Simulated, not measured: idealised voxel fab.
Herein follows the process module entitled voxel ribs on slabs.
Section cut is 235 nm wide and gridded with 5 nm square cells.
Bands, listed from the top down, are how a cross-section gets written in this document; the cross-section itself is a grid of square cells, and a band is one or more rows of them. For a band, the entry starts with two heights in nm, that of the top and then that of the bottom, and carries on with the band's materials in order from left to right, each alongside its width in nm; the word "full width" beside a single material means it fills the band edge to edge, and "empty" means empty space. Basically, 0 is our baseline, since under it the wafer straight out of the box is all one material. The bottom band has no lower end and keeps on going down, so it looks like "0 and below". A two-number width, for instance "30..40", indicates that the width is equal to the first number in the top row of the band and to the second number in the bottom row, and that it changes by a constant amount per row of cells. Given "remained the same" for a step, no cell of the cross-section differs between before and after that step. The label "Trapped voids" introduces a list of the empty spaces, 8 cells or larger, that have no open way up to the top; each entry in it reads width x height at distance, where the distance is taken from the left edge and all three are stated in nm. Whatever follows a step's settings on its line is a remark the simulator itself makes about that step. Regarding "overlay nm": on a step with a mask, it is the distance the mask lay to the right of its planned place; a negative value places it to the left.

Process steps (planned)
1) RECEIVE [material Si]
2) DIRECTIONAL_DEP [material SiO2] [thk nm 30]
3) DIRECTIONAL_DEP [material SiN] [thk nm 20]
4) PATTERN [tone cover] [mask id RIB] [material resist] [width nm 25] [thk nm 20] [overlay nm 0]
5) DIRECTIONAL_ETCH [etch materials SiN] [depth nm 15]
6) STRIP [etch materials resist]
7) DIRECTIONAL_DEP [material aC] [thk nm 15]
8) PATTERN [tone cover] [mask id SLAB] [material resist] [width nm 65] [thk nm 35] [overlay nm 0]
9) DIRECTIONAL_ETCH [etch materials aC] [depth nm 15]
10) STRIP [etch materials resist]
11) DIRECTIONAL_ETCH [etch materials SiN] [depth nm 5]
12) STRIP [etch materials aC]
13) FILL_DEP [material SiO2] [thk nm 25]
14) CMP [height nm 65]
15) DIRECTIONAL_DEP [material W] [thk nm 5]
16) MASKED_ETCH [tone cover] [mask id HEATER] [width nm 35] [etch materials W] [depth nm 5] [overlay nm 0]
17) CONFORMAL_DEP [material SiO2] [thk nm 5]

Step 1 complete: cross-section of the wafer as received
- 0 and below | Si full width
- Trapped voids: none

First of two wafers: cross-section at end of module, run per plan
- 75 down to 70 | 95 nm empty; 45 nm SiO2; 95 nm empty
- 70 down to 65 | 100 nm SiO2; 35 nm W; 100 nm SiO2
- 65 down to 50 | SiO2 full width
- 50 down to 35 | 105 nm SiO2; 25 nm SiN; 105 nm SiO2
- 35 down to 30 | 85 nm SiO2; 65 nm SiN; 85 nm SiO2
- 30 down to 0 | SiO2 full width
- 0 and below | Si full width
- Trapped voids: none

Wafer two, end of module, cross-section. Same start, same plan as wafer one. One mistake in the run
- 75 down to 70 | 85 nm empty; 45 nm SiO2; 105 nm empty
- 70 down to 65 | 90 nm SiO2; 35 nm W; 110 nm SiO2
- 65 down to 50 | SiO2 full width
- 50 down to 35 | 105 nm SiO2; 25 nm SiN; 105 nm SiO2
- 35 down to 30 | 85 nm SiO2; 65 nm SiN; 85 nm SiO2
- 30 down to 0 | SiO2 full width
- 0 and below | Si full width
- Trapped voids: none
Where did the run depart from the plan? rather than as planned, step 16 actually ran as MASKED_ETCH [tone cover] [mask id HEATER] [width nm 35] [etch materials W] [depth nm 5] [overlay nm -10]
Tallied in cells, the final second wafer holds each material in the same quantity as the first, although not at the same places.
